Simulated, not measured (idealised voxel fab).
process module | voxel quadruple lines
cross-section cut | 245 nm wide | cells 5 nm
A cross-section is a grid of square cells, given in bands from the top down. A band is one or more rows of cells.
Each band's line starts with the height of the band's top and of its bottom, in nm. Then come its materials from left to right, each with its width in nm. One material with "throughout" fills the band from edge to edge. "air" is empty space.
Height 0 is the level under which the wafer as received is all one material. The lowest band goes on downwards, as in "0 down".
A width such as "30 to 40" changes by the same amount from each row of cells to the next, from the band's top row to its bottom row.
"no change" after a step means that no cell of the cross-section changed.
closed voids: empty space of 8 cells or more with no open way to the top, each as width x height at its distance from the left edge, in nm
after a step's settings: what the simulator itself notes on the step
overlay nm, on a step with a mask: how far to the right of its planned place the mask lay; to the left if negative
plan
1 op RECEIVE | material Si
2 op CONFORMAL_DEP | material Al2O3 | thk nm 5
3 op DIRECTIONAL_DEP | material Ru | thk nm 10
4 op DIRECTIONAL_DEP | material polySi | thk nm 15
5 op DIRECTIONAL_DEP | material aC | thk nm 25
6 op PATTERN | tone cover | mask id MANDREL | material resist | width nm 35 | pitch nm 100 | thk nm 30 | overlay nm 0
7 op DIRECTIONAL_ETCH | etch materials aC | depth nm 25
8 op STRIP | etch materials resist
9 op CONFORMAL_DEP | material SiO2 | thk nm 15
10 op DIRECTIONAL_ETCH | etch materials SiO2 | depth nm 15
11 op STRIP | etch materials aC
12 op DIRECTIONAL_ETCH | etch materials polySi | depth nm 15
13 op STRIP | etch materials SiO2
14 op CONFORMAL_DEP | material SiN | thk nm 10
15 op DIRECTIONAL_ETCH | etch materials SiN | depth nm 10
16 op STRIP | etch materials polySi
17 op DIRECTIONAL_ETCH | etch materials Ru | depth nm 10
18 op STRIP | etch materials SiN
19 op FILL_DEP | material SiO2 | thk nm 5
20 op CMP | height nm 15
first wafer, as planned
as received, after step 1
  0 down: Si throughout
  closed voids: none
after step 2
  5 to 0: Al2O3 throughout
  below 0: unchanged
after step 3
  15 to 5: Ru throughout
  below 5: unchanged
after step 4
  30 to 15: polySi throughout
  below 15: unchanged
after step 5
  55 to 30: aC throughout
  below 30: unchanged
after step 6
  85 to 55: air 55 | resist 35 | air 65 | resist 35 | air 55
  below 55: unchanged
after step 7
  60 to 55: air 55 | resist 35 | air 65 | resist 35 | air 55
  55 to 30: air 55 | aC 35 | air 65 | aC 35 | air 55
  below 30: unchanged
after step 8
  55 to 30: air 55 | aC 35 | air 65 | aC 35 | air 55
  below 30: unchanged
after step 9
  70 to 55: air 40 | SiO2 65 | air 35 | SiO2 65 | air 40
  55 to 45: air 40 | SiO2 15 | aC 35 | SiO2 15 | air 35 | SiO2 15 | aC 35 | SiO2 15 | air 40
  45 to 30: SiO2 55 | aC 35 | SiO2 65 | aC 35 | SiO2 55
  below 30: unchanged
after step 10
  55 to 30: air 40 | SiO2 15 | aC 35 | SiO2 15 | air 35 | SiO2 15 | aC 35 | SiO2 15 | air 40
  below 30: unchanged
after step 11
  55 to 30: air 40 | SiO2 15 | air 35 | SiO2 15 | air 35 | SiO2 15 | air 35 | SiO2 15 | air 40
  below 30: unchanged
after step 12
  55 to 30: air 40 | SiO2 15 | air 35 | SiO2 15 | air 35 | SiO2 15 | air 35 | SiO2 15 | air 40
  30 to 15: air 40 | polySi 15 | air 35 | polySi 15 | air 35 | polySi 15 | air 35 | polySi 15 | air 40
  below 15: unchanged
after step 13
  30 to 15: air 40 | polySi 15 | air 35 | polySi 15 | air 35 | polySi 15 | air 35 | polySi 15 | air 40
  below 15: unchanged
after step 14
  40 to 30: air 30 | SiN 35 | air 15 | SiN 35 | air 15 | SiN 35 | air 15 | SiN 35 | air 30
  30 to 25: air 30 | SiN 10 | polySi 15 | SiN 10 | air 15 | SiN 10 | polySi 15 | SiN 10 | air 15 | SiN 10 | polySi 15 | SiN 10 | air 15 | SiN 10 | polySi 15 | SiN 10 | air 30
  25 to 15: SiN 40 | polySi 15 | SiN 35 | polySi 15 | SiN 35 | polySi 15 | SiN 35 | polySi 15 | SiN 40
  below 15: unchanged
after step 15
  30 to 15: air 30 | SiN 10 | polySi 15 | SiN 10 | air 15 | SiN 10 | polySi 15 | SiN 10 | air 15 | SiN 10 | polySi 15 | SiN 10 | air 15 | SiN 10 | polySi 15 | SiN 10 | air 30
  below 15: unchanged
after step 16
  30 to 15: air 30 | SiN 10 | air 15 | SiN 10 | air 15 | SiN 10 | air 15 | SiN 10 | air 15 | SiN 10 | air 15 | SiN 10 | air 15 | SiN 10 | air 15 | SiN 10 | air 30
  below 15: unchanged
after step 17
  30 to 15: air 30 | SiN 10 | air 15 | SiN 10 | air 15 | SiN 10 | air 15 | SiN 10 | air 15 | SiN 10 | air 15 | SiN 10 | air 15 | SiN 10 | air 15 | SiN 10 | air 30
  15 to 5: air 30 | Ru 10 | air 15 | Ru 10 | air 15 | Ru 10 | air 15 | Ru 10 | air 15 | Ru 10 | air 15 | Ru 10 | air 15 | Ru 10 | air 15 | Ru 10 | air 30
  below 5: unchanged
after step 18
  15 to 5: air 30 | Ru 10 | air 15 | Ru 10 | air 15 | Ru 10 | air 15 | Ru 10 | air 15 | Ru 10 | air 15 | Ru 10 | air 15 | Ru 10 | air 15 | Ru 10 | air 30
  below 5: unchanged
after step 19
  20 to 15: SiO2 throughout
  15 to 5: SiO2 30 | Ru 10 | SiO2 15 | Ru 10 | SiO2 15 | Ru 10 | SiO2 15 | Ru 10 | SiO2 15 | Ru 10 | SiO2 15 | Ru 10 | SiO2 15 | Ru 10 | SiO2 15 | Ru 10 | SiO2 30
  below 5: unchanged
after step 20
  15 to 5: SiO2 30 | Ru 10 | SiO2 15 | Ru 10 | SiO2 15 | Ru 10 | SiO2 15 | Ru 10 | SiO2 15 | Ru 10 | SiO2 15 | Ru 10 | SiO2 15 | Ru 10 | SiO2 15 | Ru 10 | SiO2 30
  below 5: unchanged
second wafer: like start, like plan, one mistake. Through step 5 it matches the first wafer
when step 6 should have ended
  85 to 55: resist 55 | air 35 | resist 65 | air 35 | resist 55
  below 55: unchanged
when step 7 should have ended
  60 to 55: resist 55 | air 35 | resist 65 | air 35 | resist 55
  55 to 30: aC 55 | air 35 | aC 65 | air 35 | aC 55
  below 30: unchanged
when step 8 should have ended
  55 to 30: aC 55 | air 35 | aC 65 | air 35 | aC 55
  below 30: unchanged
when step 9 should have ended
  70 to 55: SiO2 70 | air 5 | SiO2 95 | air 5 | SiO2 70
  55 to 45: aC 55 | SiO2 15 | air 5 | SiO2 15 | aC 65 | SiO2 15 | air 5 | SiO2 15 | aC 55
  45 to 30: aC 55 | SiO2 35 | aC 65 | SiO2 35 | aC 55
  below 30: unchanged
when step 10 should have ended
  55 to 30: aC 55 | SiO2 15 | air 5 | SiO2 15 | aC 65 | SiO2 15 | air 5 | SiO2 15 | aC 55
  below 30: unchanged
when step 11 should have ended
  55 to 30: air 55 | SiO2 15 | air 5 | SiO2 15 | air 65 | SiO2 15 | air 5 | SiO2 15 | air 55
  below 30: unchanged
when step 12 should have ended
  55 to 30: air 55 | SiO2 15 | air 5 | SiO2 15 | air 65 | SiO2 15 | air 5 | SiO2 15 | air 55
  30 to 15: air 55 | polySi 15 | air 5 | polySi 15 | air 65 | polySi 15 | air 5 | polySi 15 | air 55
  below 15: unchanged
when step 13 should have ended
  30 to 15: air 55 | polySi 15 | air 5 | polySi 15 | air 65 | polySi 15 | air 5 | polySi 15 | air 55
  below 15: unchanged
when step 14 should have ended
  40 to 30: air 45 | SiN 55 | air 45 | SiN 55 | air 45
  30 to 25: air 45 | SiN 10 | polySi 15 | SiN 5 | polySi 15 | SiN 10 | air 45 | SiN 10 | polySi 15 | SiN 5 | polySi 15 | SiN 10 | air 45
  25 to 15: SiN 55 | polySi 15 | SiN 5 | polySi 15 | SiN 65 | polySi 15 | SiN 5 | polySi 15 | SiN 55
  below 15: unchanged
when step 15 should have ended
  30 to 15: air 45 | SiN 10 | polySi 15 | SiN 5 | polySi 15 | SiN 10 | air 45 | SiN 10 | polySi 15 | SiN 5 | polySi 15 | SiN 10 | air 45
  below 15: unchanged
when step 16 should have ended
  30 to 15: air 45 | SiN 10 | air 15 | SiN 5 | air 15 | SiN 10 | air 45 | SiN 10 | air 15 | SiN 5 | air 15 | SiN 10 | air 45
  below 15: unchanged
when step 17 should have ended
  30 to 15: air 45 | SiN 10 | air 15 | SiN 5 | air 15 | SiN 10 | air 45 | SiN 10 | air 15 | SiN 5 | air 15 | SiN 10 | air 45
  15 to 5: air 45 | Ru 10 | air 15 | Ru 5 | air 15 | Ru 10 | air 45 | Ru 10 | air 15 | Ru 5 | air 15 | Ru 10 | air 45
  below 5: unchanged
when step 18 should have ended
  15 to 5: air 45 | Ru 10 | air 15 | Ru 5 | air 15 | Ru 10 | air 45 | Ru 10 | air 15 | Ru 5 | air 15 | Ru 10 | air 45
  below 5: unchanged
when step 19 should have ended
  20 to 15: SiO2 throughout
  15 to 5: SiO2 45 | Ru 10 | SiO2 15 | Ru 5 | SiO2 15 | Ru 10 | SiO2 45 | Ru 10 | SiO2 15 | Ru 5 | SiO2 15 | Ru 10 | SiO2 45
  below 5: unchanged
when step 20 should have ended
  15 to 5: SiO2 45 | Ru 10 | SiO2 15 | Ru 5 | SiO2 15 | Ru 10 | SiO2 45 | Ru 10 | SiO2 15 | Ru 5 | SiO2 15 | Ru 10 | SiO2 45
  below 5: unchanged
what went wrong: step 6 ran as: op PATTERN | tone open | mask id MANDREL | material resist | width nm 35 | pitch nm 100 | thk nm 30 | overlay nm 0
at the end the second wafer has, in cells: 12 fewer of Ru | 12 more of SiO2
